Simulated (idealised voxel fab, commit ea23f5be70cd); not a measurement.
Process module under the name voxel transistor to metal
The figure presents cross-section cut, which has a width of 210 nm and is divided into square cells with an edge length of 5 nm.
For the purposes of this document, a cross-section shall be understood as a grid of square cells, specified as bands listed in top-to-bottom order, each band consisting of one or more rows of cells. Each band's line starts with the height of the band's top and of its bottom, in nm. Then come its materials from left to right, each with its width in nm. One material with "all across" fills the band from edge to edge. "air" is empty space. It should be noted that heights are counted from 0, beneath which the wafer as supplied is of one material throughout, and that the lowest band possesses no lower boundary but continues downward, as written in "z 0 and below". Note: "30..40" means the width goes from the first number (top row of the band) to the second number (bottom row) in equal steps per row of cells. "left unchanged", as given for a step, is the statement that not any cell of the cross-section underwent a change during that step. In "Trapped cavities" the enclosed voids are listed, meaning empty spaces of 8 cells or larger without any opening to the top. The form is width x height at distance, distance from the left edge, units nm. On each step's line, the part that comes after the settings is the simulator's own comment on the step. The setting "overlay nm" may be written on the line of a step. When the step uses a mask, the value reports how far to the right of the planned place the mask lay, and a negative value reports that it lay to the left. Every pair from here on: before one process step, after it. The after cross-section reaches only to the lowest band that changed. Below the pair: the step in between and its settings. Pairs can belong to different runs of this module on the same starting wafer; a pair carries on from the pair above only if the entry headed "Cross-section, before" says so.

-- Cross-section, before
- z 0 and below | Si all across
- Trapped cavities: none

-- Resultant Cross-Section
- z 0 to -5 | SiO2 all across
- Everything under -5 stays put, no change at all.
- Trapped cavities: none
The two cross-sections above are separated by a single process step, namely OXIDIZE with depth nm 5

Cross-section, before: It is represented by the cross-section appearing after the step of the pair directly above.

-- Resultant Cross-Section
- z 10 to 0 | SiN all across
- Everything under 0 stays put, no change at all.
- Trapped cavities: none
The two cross-sections above are separated by a single process step, namely CONFORMAL_DEP with material SiN, thk nm 10

Cross-section, before: It is represented by the cross-section appearing after the step of the pair directly above.

-- Resultant Cross-Section
- z 25 to 10 | air 55; resist 95; air 60
- Everything under 10 stays put, no change at all.
- Trapped cavities: none
The two cross-sections above are separated by a single process step, namely PATTERN with tone cover, mask id ACTIVE, material resist, width nm 95, thk nm 15, overlay nm 0

Cross-section, before: It is represented by the cross-section appearing after the step of the pair directly above.

-- Resultant Cross-Section
- z 25 to 10 | air 55; resist 95; air 60
- z 10 to 0 | air 55; SiN 95; air 60
- Everything under 0 stays put, no change at all.
- Trapped cavities: none
The two cross-sections above are separated by a single process step, namely DIRECTIONAL_ETCH with etch materials SiN, depth nm 10

Cross-section, before: It is represented by the cross-section appearing after the step of the pair directly above.

-- Resultant Cross-Section
- z 25 to 10 | air 55; resist 95; air 60
- z 10 to 0 | air 55; SiN 95; air 60
- z 0 to -5 | air 55; SiO2 95; air 60
- Everything under -5 stays put, no change at all.
- Trapped cavities: none
The two cross-sections above are separated by a single process step, namely DIRECTIONAL_ETCH with etch materials SiO2, depth nm 5

Cross-section, before: It is represented by the cross-section appearing after the step of the pair directly above.

-- Resultant Cross-Section
- z 25 to 10 | air 55; resist 95; air 60
- z 10 to 0 | air 55; SiN 95; air 60
- z 0 to -5 | air 55; SiO2 95; air 60
- z -5 to -40 | air 55; Si 95; air 60
- Everything under -40 stays put, no change at all.
- Trapped cavities: none
The two cross-sections above are separated by a single process step, namely DIRECTIONAL_ETCH with etch materials Si, depth nm 35

Cross-section, before: It is represented by the cross-section appearing after the step of the pair directly above.

-- Resultant Cross-Section
- z 10 to 0 | air 55; SiN 95; air 60
- Everything under 0 stays put, no change at all.
- Trapped cavities: none
The two cross-sections above are separated by a single process step, namely STRIP with etch materials resist

Cross-section, before: It is represented by the cross-section appearing after the step of the pair directly above.

-- Resultant Cross-Section
- z 10 to 0 | air 55; SiN 95; air 60
- z 0 to -5 | air 55; SiO2 95; air 60
- z -5 to -40 | air 55; SiO2 5; Si 85; SiO2 5; air 60
- z -40 to -45 | SiO2 60; Si 85; SiO2 65
- Everything under -45 stays put, no change at all.
- Trapped cavities: none
The two cross-sections above are separated by a single process step, namely OXIDIZE with depth nm 5

Cross-section, before: It is represented by the cross-section appearing after the step of the pair directly above.

-- Resultant Cross-Section
- z 15 to 10 | SiO2 all across
- z 10 to 0 | SiO2 55; SiN 95; SiO2 60
- z 0 to -5 | SiO2 all across
- z -5 to -45 | SiO2 60; Si 85; SiO2 65
- Everything under -45 stays put, no change at all.
- Trapped cavities: none
The two cross-sections above are separated by a single process step, namely FILL_DEP with material SiO2, thk nm 5

Cross-section, before: It is represented by the cross-section appearing after the step of the pair directly above.

-- Resultant Cross-Section
- z 10 to 0 | SiO2 55; SiN 95; SiO2 60
- Everything under 0 stays put, no change at all.
- Trapped cavities: none
The two cross-sections above are separated by a single process step, namely CMP with height nm 10

Cross-section, before: It is represented by the cross-section appearing after the step of the pair directly above.

-- Resultant Cross-Section
- z 10 to 0 | air 55; SiN 95; air 60
- Everything under 0 stays put, no change at all.
- Trapped cavities: none
The two cross-sections above are separated by a single process step, namely SELECTIVE_ETCH with etch materials SiO2, depth nm 10

Cross-section, before: It is represented by the cross-section appearing after the step of the pair directly above.

-- Resultant Cross-Section
- z 0 to -5 | SiO2 all across
- Everything under -5 stays put, no change at all.
- Trapped cavities: none
The two cross-sections above are separated by a single process step, namely STRIP with etch materials SiN

Cross-section, before: It is represented by the cross-section appearing after the step of the pair directly above.

-- Resultant Cross-Section
- z -5 to -45 | SiO2 60; Si 85; SiO2 65
- Everything under -45 stays put, no change at all.
- Trapped cavities: none
The two cross-sections above are separated by a single process step, namely SELECTIVE_ETCH with etch materials SiO2, depth nm 5

Cross-section, before: It is represented by the cross-section appearing after the step of the pair directly above.

-- Resultant Cross-Section
- z -5 to -10 | SiO2 all across
- Everything under -10 stays put, no change at all.
- Trapped cavities: none
The two cross-sections above are separated by a single process step, namely OXIDIZE with depth nm 5

Cross-section, before: It is represented by the cross-section appearing after the step of the pair directly above.

-- Resultant Cross-Section
- z 20 to -5 | polySi all across
- Everything under -5 stays put, no change at all.
- Trapped cavities: none
The two cross-sections above are separated by a single process step, namely DIRECTIONAL_DEP with material polySi, thk nm 25

Cross-section, before: It is represented by the cross-section appearing after the step of the pair directly above.

-- Resultant Cross-Section
- z 30 to 20 | SiCN all across
- Everything under 20 stays put, no change at all.
- Trapped cavities: none
The two cross-sections above are separated by a single process step, namely DIRECTIONAL_DEP with material SiCN, thk nm 10

Cross-section, before: It is represented by the cross-section appearing after the step of the pair directly above.

-- Resultant Cross-Section
- z 30 to 20 | air 95; SiCN 15; air 100
- Everything under 20 stays put, no change at all.
- Trapped cavities: none
The two cross-sections above are separated by a single process step, namely MASKED_ETCH with tone cover, mask id GATE, width nm 15, etch materials SiCN, depth nm 20, overlay nm 0

Cross-section, before: It is represented by the cross-section appearing after the step of the pair directly above.

-- Resultant Cross-Section
- z 30 to 20 | air 95; SiCN 15; air 100
- z 20 to -5 | air 95; polySi 15; air 100
- Everything under -5 stays put, no change at all.
- Trapped cavities: none
The two cross-sections above are separated by a single process step, namely MASKED_ETCH with tone cover, mask id GATE, width nm 15, etch materials polySi, depth nm 35, overlay nm 0

Cross-section, before: It is represented by the cross-section appearing after the step of the pair directly above.

-- Resultant Cross-Section
- z 40 to 30 | air 85; SiN 35; air 90
- z 30 to 20 | air 85; SiN 10; SiCN 15; SiN 10; air 90
- z 20 to 5 | air 85; SiN 10; polySi 15; SiN 10; air 90
- z 5 to -5 | SiN 95; polySi 15; SiN 100
- Everything under -5 stays put, no change at all.
- Trapped cavities: none
The two cross-sections above are separated by a single process step, namely CONFORMAL_DEP with material SiN, thk nm 10

Cross-section, before: It is represented by the cross-section appearing after the step of the pair directly above.

-- Resultant Cross-Section
- z 30 to 20 | air 85; SiN 10; SiCN 15; SiN 10; air 90
- z 20 to -5 | air 85; SiN 10; polySi 15; SiN 10; air 90
- Everything under -5 stays put, no change at all.
- Trapped cavities: none
The two cross-sections above are separated by a single process step, namely DIRECTIONAL_ETCH with etch materials SiN, depth nm 10

Cross-section, before: It is represented by the cross-section appearing after the step of the pair directly above.

-- Resultant Cross-Section
- z 30 to 20 | air 85; SiN 10; SiCN 15; SiN 10; air 90
- z 20 to -5 | air 85; SiN 10; polySi 15; SiN 10; air 90
- z -5 to -10 | air 85; SiO2 35; air 90
- Everything under -10 stays put, no change at all.
- Trapped cavities: none
The two cross-sections above are separated by a single process step, namely DIRECTIONAL_ETCH with etch materials SiO2, depth nm 5

Cross-section, before: It is represented by the cross-section appearing after the step of the pair directly above.

-- Resultant Cross-Section
- z 30 to 20 | air 85; SiN 10; SiCN 15; SiN 10; air 90
- z 20 to -5 | air 85; SiN 10; polySi 15; SiN 10; air 90
- z -5 to -10 | air 85; SiO2 35; air 90
- z -10 to -20 | SiO2 60; air 25; Si 35; air 25; SiO2 65
- Everything under -20 stays put, no change at all.
- Trapped cavities: none
The two cross-sections above are separated by a single process step, namely DIRECTIONAL_ETCH with etch materials Si, depth nm 10

Cross-section, before: It is represented by the cross-section appearing after the step of the pair directly above.

-- Resultant Cross-Section
- z 30 to 20 | air 85; SiN 10; SiCN 15; SiN 10; air 90
- z 20 to 5 | air 85; SiN 10; polySi 15; SiN 10; air 90
- z 5 to -5 | air 70; nSi 15; SiN 10; polySi 15; SiN 10; nSi 15; air 75
- z -5 to -10 | air 55; nSi 30; SiO2 35; nSi 30; air 60
- z -10 to -20 | SiO2 60; nSi 25; Si 35; nSi 25; SiO2 65
- Everything under -20 stays put, no change at all.
- Trapped cavities: none
The two cross-sections above are separated by a single process step, namely EPI with material nSi, thk nm 15

Cross-section, before: It is represented by the cross-section appearing after the step of the pair directly above.

-- Resultant Cross-Section
- z 35 to 30 | SiO2 all across
- z 30 to 20 | SiO2 85; SiN 10; SiCN 15; SiN 10; SiO2 90
- z 20 to 5 | SiO2 85; SiN 10; polySi 15; SiN 10; SiO2 90
- z 5 to -5 | SiO2 70; nSi 15; SiN 10; polySi 15; SiN 10; nSi 15; SiO2 75
- z -5 to -10 | SiO2 55; nSi 30; SiO2 35; nSi 30; SiO2 60
- Everything under -10 stays put, no change at all.
- Trapped cavities: none
The two cross-sections above are separated by a single process step, namely FILL_DEP with material SiO2, thk nm 5

Cross-section, before: It is represented by the cross-section appearing after the step of the pair directly above.

-- Resultant Cross-Section
- z 30 to 20 | SiO2 85; SiN 10; SiCN 15; SiN 10; SiO2 90
- Everything under 20 stays put, no change at all.
- Trapped cavities: none
The two cross-sections above are separated by a single process step, namely CMP with height nm 30

Cross-section, before: It is represented by the cross-section appearing after the step of the pair directly above.

-- Resultant Cross-Section
- z 45 to 30 | SiO2 all across
- Everything under 30 stays put, no change at all.
- Trapped cavities: none
The two cross-sections above are separated by a single process step, namely DIRECTIONAL_DEP with material SiO2, thk nm 15

Cross-section, before: It is represented by the cross-section appearing after the step of the pair directly above.

-- Resultant Cross-Section
- z 45 to 30 | SiO2 65; air 15; SiO2 45; air 15; SiO2 70
- z 30 to 20 | SiO2 65; air 15; SiO2 5; SiN 10; SiCN 15; SiN 10; SiO2 5; air 15; SiO2 70
- z 20 to 5 | SiO2 65; air 15; SiO2 5; SiN 10; polySi 15; SiN 10; SiO2 5; air 15; SiO2 70
- z 5 to -5 | SiO2 65; air 5; nSi 15; SiN 10; polySi 15; SiN 10; nSi 15; air 5; SiO2 70
- Everything under -5 stays put, no change at all.
- Trapped cavities: none
The two cross-sections above are separated by a single process step, namely MASKED_ETCH with tone open, mask id CONTACT, width nm 15, pitch nm 60, etch materials SiO2, depth nm 50, overlay nm 0

Cross-section, before: It is represented by the cross-section appearing after the step of the pair directly above.

-- Resultant Cross-Section
- z 50 to 45 | TiN 70; air 5; TiN 55; air 5; TiN 75
- z 45 to 30 | SiO2 65; TiN 5; air 5; TiN 5; SiO2 45; TiN 5; air 5; TiN 5; SiO2 70
- z 30 to 20 | SiO2 65; TiN 5; air 5; TiN 5; SiO2 5; SiN 10; SiCN 15; SiN 10; SiO2 5; TiN 5; air 5; TiN 5; SiO2 70
- z 20 to 10 | SiO2 65; TiN 5; air 5; TiN 5; SiO2 5; SiN 10; polySi 15; SiN 10; SiO2 5; TiN 5; air 5; TiN 5; SiO2 70
- z 10 to 5 | SiO2 65; TiN 15; SiO2 5; SiN 10; polySi 15; SiN 10; SiO2 5; TiN 15; SiO2 70
- z 5 to -5 | SiO2 65; TiN 5; nSi 15; SiN 10; polySi 15; SiN 10; nSi 15; TiN 5; SiO2 70
- Everything under -5 stays put, no change at all.
- Trapped cavities: none
The two cross-sections above are separated by a single process step, namely CONFORMAL_DEP with material TiN, thk nm 5

Cross-section, before: It is represented by the cross-section appearing after the step of the pair directly above.

-- Resultant Cross-Section
- z 60 to 50 | W all across
- z 50 to 45 | TiN 70; W 5; TiN 55; W 5; TiN 75
- z 45 to 30 | SiO2 65; TiN 5; W 5; TiN 5; SiO2 45; TiN 5; W 5; TiN 5; SiO2 70
- z 30 to 20 | SiO2 65; TiN 5; W 5; TiN 5; SiO2 5; SiN 10; SiCN 15; SiN 10; SiO2 5; TiN 5; W 5; TiN 5; SiO2 70
- z 20 to 10 | SiO2 65; TiN 5; W 5; TiN 5; SiO2 5; SiN 10; polySi 15; SiN 10; SiO2 5; TiN 5; W 5; TiN 5; SiO2 70
- Everything under 10 stays put, no change at all.
- Trapped cavities: none
The two cross-sections above are separated by a single process step, namely FILL_DEP with material W, thk nm 10

Cross-section, before: It is represented by the cross-section appearing after the step of the pair directly above.

-- Resultant Cross-Section
- z 45 to 30 | SiO2 65; TiN 5; W 5; TiN 5; SiO2 45; TiN 5; W 5; TiN 5; SiO2 70
- Everything under 30 stays put, no change at all.
- Trapped cavities: none
The two cross-sections above are separated by a single process step, namely CMP with height nm 45

Cross-section, before: It is represented by the cross-section appearing after the step of the pair directly above.

-- Resultant Cross-Section
- z 50 to 45 | TiN all across
- Everything under 45 stays put, no change at all.
- Trapped cavities: none
The two cross-sections above are separated by a single process step, namely DIRECTIONAL_DEP with material TiN, thk nm 5

Cross-section, before: It is represented by the cross-section appearing after the step of the pair directly above.

-- Resultant Cross-Section
- z 75 to 50 | W all across
- Everything under 50 stays put, no change at all.
- Trapped cavities: none
The two cross-sections above are separated by a single process step, namely DIRECTIONAL_DEP with material W, thk nm 25

Cross-section, before: It is represented by the cross-section appearing after the step of the pair directly above.

-- Resultant Cross-Section
- z 90 to 75 | air 65; resist 15; air 45; resist 15; air 70
- Everything under 75 stays put, no change at all.
- Trapped cavities: none
The two cross-sections above are separated by a single process step, namely PATTERN with tone cover, mask id METAL_1, material resist, width nm 15, pitch nm 60, thk nm 15, overlay nm 0

Cross-section, before: It is represented by the cross-section appearing after the step of the pair directly above.

-- Resultant Cross-Section
- z 90 to 75 | air 65; resist 15; air 45; resist 15; air 70
- z 75 to 50 | air 65; W 15; air 45; W 15; air 70
- Everything under 50 stays put, no change at all.
- Trapped cavities: none
The two cross-sections above are separated by a single process step, namely DIRECTIONAL_ETCH with etch materials W, depth nm 25

Cross-section, before: It is represented by the cross-section appearing after the step of the pair directly above.

-- Resultant Cross-Section
- z 90 to 75 | air 65; resist 15; air 45; resist 15; air 70
- z 75 to 50 | air 65; W 15; air 45; W 15; air 70
- z 50 to 45 | air 65; TiN 15; air 45; TiN 15; air 70
- Everything under 45 stays put, no change at all.
- Trapped cavities: none
The two cross-sections above are separated by a single process step, namely DIRECTIONAL_ETCH with etch materials TiN, depth nm 5

Cross-section, before: It is represented by the cross-section appearing after the step of the pair directly above.

-- Resultant Cross-Section
- z 75 to 50 | air 65; W 15; air 45; W 15; air 70
- Everything under 50 stays put, no change at all.
- Trapped cavities: none
The two cross-sections above are separated by a single process step, namely STRIP with etch materials resist

Cross-section, before: It is represented by the cross-section appearing after the step of the pair directly above.

-- Resultant Cross-Section
- z 85 to 75 | lowk all across
- z 75 to 50 | lowk 65; W 15; lowk 45; W 15; lowk 70
- z 50 to 45 | lowk 65; TiN 15; lowk 45; TiN 15; lowk 70
- Everything under 45 stays put, no change at all.
- Trapped cavities: none
The two cross-sections above are separated by a single process step, namely FILL_DEP with material lowk, thk nm 10

Cross-section, before: It is represented by the cross-section appearing after the step of the pair directly above.

-- Resultant Cross-Section
- z 75 to 50 | lowk 65; W 15; lowk 45; W 15; lowk 70
- Everything under 50 stays put, no change at all.
- Trapped cavities: none
The two cross-sections above are separated by a single process step, namely CMP with height nm 75

Cross-section, before: It is represented by the cross-section appearing after the step of the pair directly above.

-- Resultant Cross-Section
- z 80 to 75 | SiN all across
- Everything under 75 stays put, no change at all.
- Trapped cavities: none
The two cross-sections above are separated by a single process step, namely CONFORMAL_DEP with material SiN, thk nm 5

-- Cross-section, before
- z 60 to 50 | W all across
- z 50 to 45 | TiN 70; W 5; TiN 55; W 5; TiN 75
- z 45 to 30 | SiO2 65; TiN 5; W 5; TiN 5; SiO2 45; TiN 5; W 5; TiN 5; SiO2 70
- z 30 to 20 | SiO2 65; TiN 5; W 5; TiN 5; SiO2 5; SiN 10; SiCN 15; SiN 10; SiO2 5; TiN 5; W 5; TiN 5; SiO2 70
- z 20 to 10 | SiO2 65; TiN 5; W 5; TiN 5; SiO2 5; SiN 10; polySi 15; SiN 10; SiO2 5; TiN 5; W 5; TiN 5; SiO2 70
- z 10 to 5 | SiO2 65; TiN 15; SiO2 5; SiN 10; polySi 15; SiN 10; SiO2 5; TiN 15; SiO2 70
- z 5 to -5 | SiO2 65; TiN 5; nSi 15; SiN 10; polySi 15; SiN 10; nSi 15; TiN 5; SiO2 70
- z -5 to -10 | SiO2 55; nSi 30; SiO2 35; nSi 30; SiO2 60
- z -10 to -20 | SiO2 60; nSi 25; Si 35; nSi 25; SiO2 65
- z -20 to -45 | SiO2 60; Si 85; SiO2 65
- z -45 and below | Si all across
- Trapped cavities: none

-- Resultant Cross-Section
- z 65 to 60 | TiN all across
- Everything under 60 stays put, no change at all.
- Trapped cavities: none
The two cross-sections above are separated by a single process step, namely DIRECTIONAL_DEP with material TiN, thk nm 5

Cross-section, before: It is represented by the cross-section appearing after the step of the pair directly above.

-- Resultant Cross-Section
- z 90 to 65 | W all across
- Everything under 65 stays put, no change at all.
- Trapped cavities: none
The two cross-sections above are separated by a single process step, namely DIRECTIONAL_DEP with material W, thk nm 25

Cross-section, before: It is represented by the cross-section appearing after the step of the pair directly above.

-- Resultant Cross-Section
- z 105 to 90 | air 65; resist 15; air 45; resist 15; air 70
- Everything under 90 stays put, no change at all.
- Trapped cavities: none
The two cross-sections above are separated by a single process step, namely PATTERN with tone cover, mask id METAL_1, material resist, width nm 15, pitch nm 60, thk nm 15, overlay nm 0

Cross-section, before: It is represented by the cross-section appearing after the step of the pair directly above.

-- Resultant Cross-Section
- z 105 to 90 | air 65; resist 15; air 45; resist 15; air 70
- z 90 to 65 | air 65; W 15; air 45; W 15; air 70
- Everything under 65 stays put, no change at all.
- Trapped cavities: none
The two cross-sections above are separated by a single process step, namely DIRECTIONAL_ETCH with etch materials W, depth nm 25

Cross-section, before: It is represented by the cross-section appearing after the step of the pair directly above.

-- Resultant Cross-Section
- z 105 to 90 | air 65; resist 15; air 45; resist 15; air 70
- z 90 to 65 | air 65; W 15; air 45; W 15; air 70
- z 65 to 60 | air 65; TiN 15; air 45; TiN 15; air 70
- Everything under 60 stays put, no change at all.
- Trapped cavities: none
The two cross-sections above are separated by a single process step, namely DIRECTIONAL_ETCH with etch materials TiN, depth nm 5

Cross-section, before: It is represented by the cross-section appearing after the step of the pair directly above.

-- Resultant Cross-Section
- z 90 to 65 | air 65; W 15; air 45; W 15; air 70
- Everything under 65 stays put, no change at all.
- Trapped cavities: none
The two cross-sections above are separated by a single process step, namely STRIP with etch materials resist

Cross-section, before: It is represented by the cross-section appearing after the step of the pair directly above.

-- Resultant Cross-Section
- z 100 to 90 | lowk all across
- z 90 to 65 | lowk 65; W 15; lowk 45; W 15; lowk 70
- z 65 to 60 | lowk 65; TiN 15; lowk 45; TiN 15; lowk 70
- Everything under 60 stays put, no change at all.
- Trapped cavities: none
The two cross-sections above are separated by a single process step, namely FILL_DEP with material lowk, thk nm 10

Cross-section, before: It is represented by the cross-section appearing after the step of the pair directly above.

-- Resultant Cross-Section
- z 75 to 65 | lowk 65; W 15; lowk 45; W 15; lowk 70
- Everything under 65 stays put, no change at all.
- Trapped cavities: none
The two cross-sections above are separated by a single process step, namely CMP with height nm 75

Cross-section, before: It is represented by the cross-section appearing after the step of the pair directly above.

-- Resultant Cross-Section
- z 80 to 75 | SiN all across
- Everything under 75 stays put, no change at all.
- Trapped cavities: none
The two cross-sections above are separated by a single process step, namely CONFORMAL_DEP with material SiN, thk nm 5

-- Cross-section, before
- z 45 to 30 | SiO2 all across
- z 30 to 20 | SiO2 85; SiN 10; SiCN 15; SiN 10; SiO2 90
- z 20 to 5 | SiO2 85; SiN 10; polySi 15; SiN 10; SiO2 90
- z 5 to -5 | SiO2 70; nSi 15; SiN 10; polySi 15; SiN 10; nSi 15; SiO2 75
- z -5 to -10 | SiO2 55; nSi 30; SiO2 35; nSi 30; SiO2 60
- z -10 to -20 | SiO2 60; nSi 25; Si 35; nSi 25; SiO2 65
- z -20 to -45 | SiO2 60; Si 85; SiO2 65
- z -45 and below | Si all across
- Trapped cavities: none

-- Resultant Cross-Section
- z 60 to 30 | SiO2 all across
- Everything under 30 stays put, no change at all.
- Trapped cavities: none
The two cross-sections above are separated by a single process step, namely DIRECTIONAL_DEP with material SiO2, thk nm 15

Cross-section, before: It is represented by the cross-section appearing after the step of the pair directly above.

-- Resultant Cross-Section
- z 60 to 30 | SiO2 65; air 15; SiO2 45; air 15; SiO2 70
- z 30 to 20 | SiO2 65; air 15; SiO2 5; SiN 10; SiCN 15; SiN 10; SiO2 5; air 15; SiO2 70
- z 20 to 10 | SiO2 65; air 15; SiO2 5; SiN 10; polySi 15; SiN 10; SiO2 5; air 15; SiO2 70
- Everything under 10 stays put, no change at all.
- Trapped cavities: none
The two cross-sections above are separated by a single process step, namely MASKED_ETCH with tone open, mask id CONTACT, width nm 15, pitch nm 60, etch materials SiO2, depth nm 50, overlay nm 0

Cross-section, before: It is represented by the cross-section appearing after the step of the pair directly above.

-- Resultant Cross-Section
- z 65 to 60 | TiN 70; air 5; TiN 55; air 5; TiN 75
- z 60 to 30 | SiO2 65; TiN 5; air 5; TiN 5; SiO2 45; TiN 5; air 5; TiN 5; SiO2 70
- z 30 to 20 | SiO2 65; TiN 5; air 5; TiN 5; SiO2 5; SiN 10; SiCN 15; SiN 10; SiO2 5; TiN 5; air 5; TiN 5; SiO2 70
- z 20 to 15 | SiO2 65; TiN 5; air 5; TiN 5; SiO2 5; SiN 10; polySi 15; SiN 10; SiO2 5; TiN 5; air 5; TiN 5; SiO2 70
- z 15 to 10 | SiO2 65; TiN 15; SiO2 5; SiN 10; polySi 15; SiN 10; SiO2 5; TiN 15; SiO2 70
- Everything under 10 stays put, no change at all.
- Trapped cavities: none
The two cross-sections above are separated by a single process step, namely CONFORMAL_DEP with material TiN, thk nm 5

Cross-section, before: It is represented by the cross-section appearing after the step of the pair directly above.

-- Resultant Cross-Section
- z 75 to 65 | W all across
- z 65 to 60 | TiN 70; W 5; TiN 55; W 5; TiN 75
- z 60 to 30 | SiO2 65; TiN 5; W 5; TiN 5; SiO2 45; TiN 5; W 5; TiN 5; SiO2 70
- z 30 to 20 | SiO2 65; TiN 5; W 5; TiN 5; SiO2 5; SiN 10; SiCN 15; SiN 10; SiO2 5; TiN 5; W 5; TiN 5; SiO2 70
- z 20 to 15 | SiO2 65; TiN 5; W 5; TiN 5; SiO2 5; SiN 10; polySi 15; SiN 10; SiO2 5; TiN 5; W 5; TiN 5; SiO2 70
- Everything under 15 stays put, no change at all.
- Trapped cavities: none
The two cross-sections above are separated by a single process step, namely FILL_DEP with material W, thk nm 10

Cross-section, before: It is represented by the cross-section appearing after the step of the pair directly above.

-- Resultant Cross-Section
- z 45 to 30 | SiO2 65; TiN 5; W 5; TiN 5; SiO2 45; TiN 5; W 5; TiN 5; SiO2 70
- Everything under 30 stays put, no change at all.
- Trapped cavities: none
The two cross-sections above are separated by a single process step, namely CMP with height nm 45

Cross-section, before: It is represented by the cross-section appearing after the step of the pair directly above.

-- Resultant Cross-Section
- z 50 to 45 | TiN all across
- Everything under 45 stays put, no change at all.
- Trapped cavities: none
The two cross-sections above are separated by a single process step, namely DIRECTIONAL_DEP with material TiN, thk nm 5

Cross-section, before: It is represented by the cross-section appearing after the step of the pair directly above.

-- Resultant Cross-Section
- z 75 to 50 | W all across
- Everything under 50 stays put, no change at all.
- Trapped cavities: none
The two cross-sections above are separated by a single process step, namely DIRECTIONAL_DEP with material W, thk nm 25

Cross-section, before: It is represented by the cross-section appearing after the step of the pair directly above.

-- Resultant Cross-Section
- z 90 to 75 | air 65; resist 15; air 45; resist 15; air 70
- Everything under 75 stays put, no change at all.
- Trapped cavities: none
The two cross-sections above are separated by a single process step, namely PATTERN with tone cover, mask id METAL_1, material resist, width nm 15, pitch nm 60, thk nm 15, overlay nm 0

Cross-section, before: It is represented by the cross-section appearing after the step of the pair directly above.

-- Resultant Cross-Section
- z 90 to 75 | air 65; resist 15; air 45; resist 15; air 70
- z 75 to 50 | air 65; W 15; air 45; W 15; air 70
- Everything under 50 stays put, no change at all.
- Trapped cavities: none
The two cross-sections above are separated by a single process step, namely DIRECTIONAL_ETCH with etch materials W, depth nm 25

Cross-section, before: It is represented by the cross-section appearing after the step of the pair directly above.

-- Resultant Cross-Section
- z 90 to 75 | air 65; resist 15; air 45; resist 15; air 70
- z 75 to 50 | air 65; W 15; air 45; W 15; air 70
- z 50 to 45 | air 65; TiN 15; air 45; TiN 15; air 70
- Everything under 45 stays put, no change at all.
- Trapped cavities: none
The two cross-sections above are separated by a single process step, namely DIRECTIONAL_ETCH with etch materials TiN, depth nm 5

Cross-section, before: It is represented by the cross-section appearing after the step of the pair directly above.

-- Resultant Cross-Section
- z 75 to 50 | air 65; W 15; air 45; W 15; air 70
- Everything under 50 stays put, no change at all.
- Trapped cavities: none
The two cross-sections above are separated by a single process step, namely STRIP with etch materials resist

Cross-section, before: It is represented by the cross-section appearing after the step of the pair directly above.

-- Resultant Cross-Section
- z 85 to 75 | lowk all across
- z 75 to 50 | lowk 65; W 15; lowk 45; W 15; lowk 70
- z 50 to 45 | lowk 65; TiN 15; lowk 45; TiN 15; lowk 70
- Everything under 45 stays put, no change at all.
- Trapped cavities: none
The two cross-sections above are separated by a single process step, namely FILL_DEP with material lowk, thk nm 10

Cross-section, before: It is represented by the cross-section appearing after the step of the pair directly above.

-- Resultant Cross-Section
- z 75 to 50 | lowk 65; W 15; lowk 45; W 15; lowk 70
- Everything under 50 stays put, no change at all.
- Trapped cavities: none
The two cross-sections above are separated by a single process step, namely CMP with height nm 75

Cross-section, before: It is represented by the cross-section appearing after the step of the pair directly above.

-- Resultant Cross-Section
- z 80 to 75 | SiN all across
- Everything under 75 stays put, no change at all.
- Trapped cavities: none
The two cross-sections above are separated by a single process step, namely CONFORMAL_DEP with material SiN, thk nm 5

-- Cross-section, before
- z 10 to 0 | air 55; SiN 95; air 60
- z 0 to -5 | SiO2 all across
- z -5 to -45 | SiO2 60; Si 85; SiO2 65
- z -45 and below | Si all across
- Trapped cavities: none

-- Resultant Cross-Section
- z 10 to 0 | air 55; SiN 95; air 60
- z 0 to -5 | air 60; SiO2 85; air 65
- Everything under -5 stays put, no change at all.
- Trapped cavities: none
The two cross-sections above are separated by a single process step, namely SELECTIVE_ETCH with etch materials SiO2, depth nm 5

Cross-section, before: It is represented by the cross-section appearing after the step of the pair directly above.

-- Resultant Cross-Section
- z 0 to -5 | air 60; SiO2 85; air 65
- Everything under -5 stays put, no change at all.
- Trapped cavities: none
The two cross-sections above are separated by a single process step, namely STRIP with etch materials SiN

Cross-section, before: It is represented by the cross-section appearing after the step of the pair directly above.

-- Resultant Cross-Section
- z 25 to 20 | air 60; polySi 85; air 65
- z 20 to 0 | polySi all across
- z 0 to -5 | polySi 60; SiO2 85; polySi 65
- Everything under -5 stays put, no change at all.
- Trapped cavities: none
The two cross-sections above are separated by a single process step, namely DIRECTIONAL_DEP with material polySi, thk nm 25

Cross-section, before: It is represented by the cross-section appearing after the step of the pair directly above.

-- Resultant Cross-Section
- z 35 to 30 | air 60; SiCN 85; air 65
- z 30 to 25 | SiCN all across
- z 25 to 20 | SiCN 60; polySi 85; SiCN 65
- Everything under 20 stays put, no change at all.
- Trapped cavities: none
The two cross-sections above are separated by a single process step, namely DIRECTIONAL_DEP with material SiCN, thk nm 10

Cross-section, before: It is represented by the cross-section appearing after the step of the pair directly above.

-- Resultant Cross-Section
- z 35 to 25 | air 95; SiCN 15; air 100
- z 25 to 20 | air 60; polySi 85; air 65
- Everything under 20 stays put, no change at all.
- Trapped cavities: none
The two cross-sections above are separated by a single process step, namely MASKED_ETCH with tone cover, mask id GATE, width nm 15, etch materials SiCN, depth nm 20, overlay nm 0

Cross-section, before: It is represented by the cross-section appearing after the step of the pair directly above.

-- Resultant Cross-Section
- z 35 to 25 | air 95; SiCN 15; air 100
- z 25 to 0 | air 95; polySi 15; air 100
- z 0 to -5 | air 60; SiO2 85; air 65
- Everything under -5 stays put, no change at all.
- Trapped cavities: none
The two cross-sections above are separated by a single process step, namely MASKED_ETCH with tone cover, mask id GATE, width nm 15, etch materials polySi, depth nm 35, overlay nm 0

Cross-section, before: It is represented by the cross-section appearing after the step of the pair directly above.

-- Resultant Cross-Section
- z 45 to 35 | air 85; SiN 35; air 90
- z 35 to 25 | air 85; SiN 10; SiCN 15; SiN 10; air 90
- z 25 to 10 | air 85; SiN 10; polySi 15; SiN 10; air 90
- z 10 to 5 | air 50; SiN 45; polySi 15; SiN 45; air 55
- z 5 to 0 | SiN 95; polySi 15; SiN 100
- z 0 to -5 | SiN 60; SiO2 85; SiN 65
- Everything under -5 stays put, no change at all.
- Trapped cavities: none
The two cross-sections above are separated by a single process step, namely CONFORMAL_DEP with material SiN, thk nm 10
